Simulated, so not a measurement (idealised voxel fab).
Proc. module: voxel gate over fins
Cross-section cut: width 250 nm, square cells of 5 nm.
Reading order for cross-sections: top band down to bottom band. Underlying form: a grid of square cells. Band size: one or more rows of cells.
Within each band entry, the heights of the top and of the bottom of the band appear first, in that order and in nm; the materials of the band then follow from left to right, each with its corresponding width in nm. The designation "all across" on a single material indicates that it fills the band from edge to edge; the designation "blank" indicates empty space.
Height 0 is the level under which the wafer as received is all one material. The lowest band goes on downwards, as in "top 0, no bottom".
So if you see something like "30..40" for the width, read it as the top row of the band sitting at the first number and the bottom row at the second, with every row in between moving by the same amount as the last.
You'll sometimes find "no modifications" written for a step, and that's the way of saying that nowhere in the cross-section did a cell change during that step.
"Fully enclosed voids" enumerates empty spaces isolated from the top, with no open way to it, that contain at least 8 cells, giving each as width x height at distance from the left edge, all three in nm.
Where a step's line continues beyond its settings, the continuation is a remark by the simulator itself on that step.
"overlay nm" denotes, for a step that has a mask, the displacement of the mask to the right of its planned place, with negative values corresponding to the left.
List of planned process steps
1. RECEIVE, material Si
2. CONFORMAL_DEP, material SiN, thk nm 10
3. PATTERN, tone cover, mask id FINS, material resist, width nm 15, pitch nm 50, thk nm 20, overlay nm 0
4. DIRECTIONAL_ETCH, etch materials SiN, depth nm 10
5. DIRECTIONAL_ETCH, etch materials Si, depth nm 30
6. STRIP, etch materials resist
7. FILL_DEP, material SiO2, thk nm 5
8. CMP, height nm 10
9. MASKED_ETCH, tone open, mask id RAIL, width nm 15, etch materials SiO2, depth nm 35, overlay nm 0
10. CONFORMAL_DEP, material TiN, thk nm 5
11. FILL_DEP, material W, thk nm 10
12. CMP, height nm 10
13. SELECTIVE_ETCH, etch materials W Ru TiN, depth nm 30
14. FILL_DEP, material SiO2, thk nm 5
15. CMP, height nm 10
16. SELECTIVE_ETCH, etch materials SiO2, depth nm 25
17. STRIP, etch materials SiN
18. CONFORMAL_DEP, material HfO2, thk nm 5
19. CONFORMAL_DEP, material TiN, thk nm 5
20. CONFORMAL_DEP, material TiAl, thk nm 5
21. CONFORMAL_DEP, material TiN, thk nm 5
22. FILL_DEP, material W, thk nm 15
23. CMP, height nm 30
24. CONFORMAL_DEP, material SiCN, thk nm 5
Step 1 complete: cross-section of the wafer as received
  top 0, no bottom  Si all across
  Fully enclosed voids: none
The first of two wafers, cross-sectioned at the end of the module, with the run proceeding as planned
  top 35, bottom 30  SiCN all across
  top 30, bottom 20  W all across
  top 20, bottom 15  W 45 nm  TiN 155 nm  W 50 nm
  top 15, bottom 10  W 45 nm  TiN 5 nm  TiAl 45 nm  TiN 5 nm  TiAl 45 nm  TiN 5 nm  TiAl 45 nm  TiN 5 nm  W 50 nm
  top 10, bottom 5  W 45 nm  TiN 5 nm  TiAl 5 nm  TiN 35 nm  TiAl 5 nm  TiN 5 nm  TiAl 5 nm  TiN 35 nm  TiAl 5 nm  TiN 5 nm  TiAl 5 nm  TiN 35 nm  TiAl 5 nm  TiN 5 nm  W 50 nm
  top 5, bottom 0  TiN 50 nm  TiAl 5 nm  TiN 5 nm  HfO2 25 nm  TiN 5 nm  TiAl 5 nm  TiN 5 nm  TiAl 5 nm  TiN 5 nm  HfO2 25 nm  TiN 5 nm  TiAl 5 nm  TiN 5 nm  TiAl 5 nm  TiN 5 nm  HfO2 25 nm  TiN 5 nm  TiAl 5 nm  TiN 55 nm
  top 0, bottom -5  TiAl 55 nm  TiN 5 nm  HfO2 5 nm  Si 15 nm  HfO2 5 nm  TiN 5 nm  TiAl 15 nm  TiN 5 nm  HfO2 5 nm  Si 15 nm  HfO2 5 nm  TiN 5 nm  TiAl 15 nm  TiN 5 nm  HfO2 5 nm  Si 15 nm  HfO2 5 nm  TiN 5 nm  TiAl 60 nm
  top -5, bottom -10  TiN 60 nm  HfO2 5 nm  Si 15 nm  HfO2 5 nm  TiN 25 nm  HfO2 5 nm  Si 15 nm  HfO2 5 nm  TiN 25 nm  HfO2 5 nm  Si 15 nm  HfO2 5 nm  TiN 65 nm
  top -10, bottom -15  HfO2 65 nm  Si 15 nm  HfO2 35 nm  Si 15 nm  HfO2 35 nm  Si 15 nm  HfO2 70 nm
  top -15, bottom -20  SiO2 65 nm  Si 15 nm  SiO2 35 nm  Si 15 nm  SiO2 35 nm  Si 15 nm  SiO2 70 nm
  top -20, bottom -25  SiO2 65 nm  Si 15 nm  SiO2 10 nm  TiN 15 nm  SiO2 10 nm  Si 15 nm  SiO2 35 nm  Si 15 nm  SiO2 70 nm
  top -25, bottom -30  SiO2 65 nm  Si 15 nm  SiO2 35 nm  Si 15 nm  SiO2 35 nm  Si 15 nm  SiO2 70 nm
  top -30, no bottom  Si all across
  Fully enclosed voids: none
So this is wafer number two of the two, cut at the end of the module - it started where the first did and had the same plan, we just got one thing wrong running it
  top 35, bottom 30  SiCN all across
  top 30, bottom 20  W all across
  top 20, bottom 15  W 45 nm  TiN 155 nm  W 50 nm
  top 15, bottom 10  W 45 nm  TiN 5 nm  TiAl 45 nm  TiN 5 nm  TiAl 45 nm  TiN 5 nm  TiAl 45 nm  TiN 5 nm  W 50 nm
  top 10, bottom 5  W 45 nm  TiN 5 nm  TiAl 5 nm  TiN 35 nm  TiAl 5 nm  TiN 5 nm  TiAl 5 nm  TiN 35 nm  TiAl 5 nm  TiN 5 nm  TiAl 5 nm  TiN 35 nm  TiAl 5 nm  TiN 5 nm  W 50 nm
  top 5, bottom 0  TiN 50 nm  TiAl 5 nm  TiN 5 nm  HfO2 25 nm  TiN 5 nm  TiAl 5 nm  TiN 5 nm  TiAl 5 nm  TiN 5 nm  HfO2 25 nm  TiN 5 nm  TiAl 5 nm  TiN 5 nm  TiAl 5 nm  TiN 5 nm  HfO2 25 nm  TiN 5 nm  TiAl 5 nm  TiN 55 nm
  top 0, bottom -5  TiAl 55 nm  TiN 5 nm  HfO2 5 nm  Si 15 nm  HfO2 5 nm  TiN 5 nm  TiAl 15 nm  TiN 5 nm  HfO2 5 nm  Si 15 nm  HfO2 5 nm  TiN 5 nm  TiAl 15 nm  TiN 5 nm  HfO2 5 nm  Si 15 nm  HfO2 5 nm  TiN 5 nm  TiAl 60 nm
  top -5, bottom -10  TiN 60 nm  HfO2 5 nm  Si 15 nm  HfO2 5 nm  TiN 25 nm  HfO2 5 nm  Si 15 nm  HfO2 5 nm  TiN 25 nm  HfO2 5 nm  Si 15 nm  HfO2 5 nm  TiN 65 nm
  top -10, bottom -15  HfO2 65 nm  Si 15 nm  HfO2 35 nm  Si 15 nm  HfO2 35 nm  Si 15 nm  HfO2 70 nm
  top -15, bottom -20  SiO2 65 nm  Si 15 nm  SiO2 35 nm  Si 15 nm  SiO2 35 nm  Si 15 nm  SiO2 70 nm
  top -20, bottom -25  SiO2 65 nm  Si 15 nm  SiO2 5 nm  TiN 15 nm  SiO2 15 nm  Si 15 nm  SiO2 35 nm  Si 15 nm  SiO2 70 nm
  top -25, bottom -30  SiO2 65 nm  Si 15 nm  SiO2 35 nm  Si 15 nm  SiO2 35 nm  Si 15 nm  SiO2 70 nm
  top -30, no bottom  Si all across
  Fully enclosed voids: none
Run error: step 9 was run on a setting that differed from the plan, and what really ran there is MASKED_ETCH, tone open, mask id RAIL, width nm 15, etch materials SiO2, depth nm 35, overlay nm -5
The concluding comparison shows that, measured in cells, each material is equally abundant on both wafers, albeit at different positions.
